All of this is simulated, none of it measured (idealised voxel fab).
Name of the process module below: voxel transistor to metal
Shown is cross-section cut, with a width of 270 nm and square cells of size 5 nm.
Throughout this document, each cross-section is represented as a grid of square cells and is presented as a sequence of bands enumerated from the top downward, where a band comprises one or more rows of cells.
Band: top height; bottom height; in nm. Then, left to right: material with width in nm, for each material. "throughout": a single material spanning edge to edge. "blank": empty space.
Heights are reckoned from 0. Under this level, the received wafer is all of one material. The bottommost band is open-ended downward, for example "z 0 and below".
The expression "30->40" gives the width at the extremes of the band, the first number at its top row of cells and the second at its bottom row, with the width changing by equal amounts from each row to the next in between.
Take "no change occurred" at face value: in the step it is given for, the cross-section changed in none of its cells.
Enclosed voids (no open way to top), threshold 8 cells or more, entry "Enclosed voids", notation width x height at distance, distance from left edge, nm.
Past the settings on a step's line: simulator remark, on that step.
On any step carrying a mask, the "overlay nm" setting, if present on the step's line, tells how far right of its planned place the mask lay; negative values point to the left.

Planned step list for the process
1) RECEIVE [material Si]
2) CONFORMAL_DEP [material SiO2] [thk nm 5]
3) CONFORMAL_DEP [material SiN] [thk nm 10]
4) DIRECTIONAL_DEP [material aC] [thk nm 15]
5) PATTERN [tone cover] [mask id ACTIVE] [material resist] [width nm 105] [pitch nm 135] [thk nm 30] [overlay nm 0]
6) DIRECTIONAL_ETCH [etch materials aC] [depth nm 15]
7) STRIP [etch materials resist]
8) DIRECTIONAL_ETCH [etch materials SiN] [depth nm 10]
9) DIRECTIONAL_ETCH [etch materials SiO2] [depth nm 5]
10) DIRECTIONAL_ETCH [etch materials Si] [depth nm 30]
11) STRIP [etch materials aC]
12) FILL_DEP [material SiO2] [thk nm 10]
13) CMP [height nm 15]
14) SELECTIVE_ETCH [etch materials SiO2] [depth nm 10]
15) STRIP [etch materials SiN]
16) SELECTIVE_ETCH [etch materials SiO2] [depth nm 5]
17) OXIDIZE [depth nm 5]
18) DIRECTIONAL_DEP [material polySi] [thk nm 25]
19) DIRECTIONAL_DEP [material SiCN] [thk nm 15]
20) MASKED_ETCH [tone cover] [mask id GATE] [width nm 15] [pitch nm 135] [etch materials SiCN] [depth nm 25] [overlay nm 0]
21) MASKED_ETCH [tone cover] [mask id GATE] [width nm 15] [pitch nm 135] [etch materials polySi] [depth nm 35] [overlay nm 0]
22) CONFORMAL_DEP [material SiN] [thk nm 5]
23) DIRECTIONAL_ETCH [etch materials SiN] [depth nm 5]
24) DIRECTIONAL_ETCH [etch materials SiO2] [depth nm 5]
25) DIRECTIONAL_ETCH [etch materials Si] [depth nm 15]
26) EPI [material pSi] [thk nm 20]
27) FILL_DEP [material SiO2] [thk nm 5]
28) CMP [height nm 40]
29) DIRECTIONAL_DEP [material SiO2] [thk nm 15]
30) DIRECTIONAL_DEP [material aC] [thk nm 10]
31) PATTERN [tone open] [mask id CONTACT] [material resist] [width nm 35] [thk nm 30] [overlay nm 0]
32) DIRECTIONAL_ETCH [etch materials aC] [depth nm 10]
33) STRIP [etch materials resist]
34) DIRECTIONAL_ETCH [etch materials SiO2] [depth nm 55]
35) STRIP [etch materials aC]
36) CONFORMAL_DEP [material TiN] [thk nm 5]
37) FILL_DEP [material W] [thk nm 5]
38) CMP [height nm 55]
39) DIRECTIONAL_DEP [material TiN] [thk nm 5]
40) DIRECTIONAL_DEP [material W] [thk nm 20]
41) MASKED_ETCH [tone cover] [mask id METAL_1] [width nm 20] [etch materials W] [depth nm 20] [overlay nm 0]
42) MASKED_ETCH [tone cover] [mask id METAL_1] [width nm 20] [etch materials TiN] [depth nm 5] [overlay nm -5]
43) CONFORMAL_DEP [material SiN] [thk nm 5]
44) FILL_DEP [material SiO2] [thk nm 5]
45) CMP [height nm 80]
46) CONFORMAL_DEP [material SiCN] [thk nm 5]
47) DIRECTIONAL_DEP [material lowk] [thk nm 35]
48) DIRECTIONAL_DEP [material aC] [thk nm 15]
49) PATTERN [tone open] [mask id METAL_2_HOLES] [material resist] [width nm 15] [pitch nm 135] [thk nm 35] [overlay nm 0]
50) DIRECTIONAL_ETCH [etch materials aC] [depth nm 15]
51) STRIP [etch materials resist]
52) DIRECTIONAL_ETCH [etch materials lowk] [depth nm 35]
53) STRIP [etch materials aC]
54) DIRECTIONAL_DEP [material aC] [thk nm 10]
55) PATTERN [tone open] [mask id METAL_2] [material resist] [width nm 20] [pitch nm 135] [thk nm 30] [overlay nm 0]
56) DIRECTIONAL_ETCH [etch materials aC] [depth nm 10]
57) STRIP [etch materials resist]
58) DIRECTIONAL_ETCH [etch materials lowk] [depth nm 20]
59) DIRECTIONAL_ETCH [etch materials SiCN] [depth nm 5]
60) STRIP [etch materials aC]
61) CONFORMAL_DEP [material TiN] [thk nm 5]
62) FILL_DEP [material Cu] [thk nm 5]
63) CMP [height nm 120]
64) CONFORMAL_DEP [material SiCN] [thk nm 5]
Quick note for whoever runs this: the wafers start identical, but the overlay nm at step 42 isn't the same across them. The plan just shows what the first wafer had.

First of several wafers (as received, post step 1), cross-sectional view
* z 0 and below  Si throughout
* Enclosed voids: none

Below is a per-wafer table. In it, each row describes the wafer at the end of the module by giving, for each material, the number of cells gained (+) or lost (-) since the wafer was received, and after that the closed voids of the wafer
overlay nm -5; +20 Cu; -210 Si; +120 SiCN; +102 SiN; +400 SiO2; +164 TiN; +216 W; +328 lowk; +180 pSi; +30 polySi; Enclosed voids: none
overlay nm 0; +20 Cu; -210 Si; +120 SiCN; +102 SiN; +404 SiO2; +160 TiN; +216 W; +328 lowk; +180 pSi; +30 polySi; Enclosed voids: none
overlay nm 5; +20 Cu; -210 Si; +120 SiCN; +102 SiN; +400 SiO2; +164 TiN; +216 W; +328 lowk; +180 pSi; +30 polySi; Enclosed voids: none
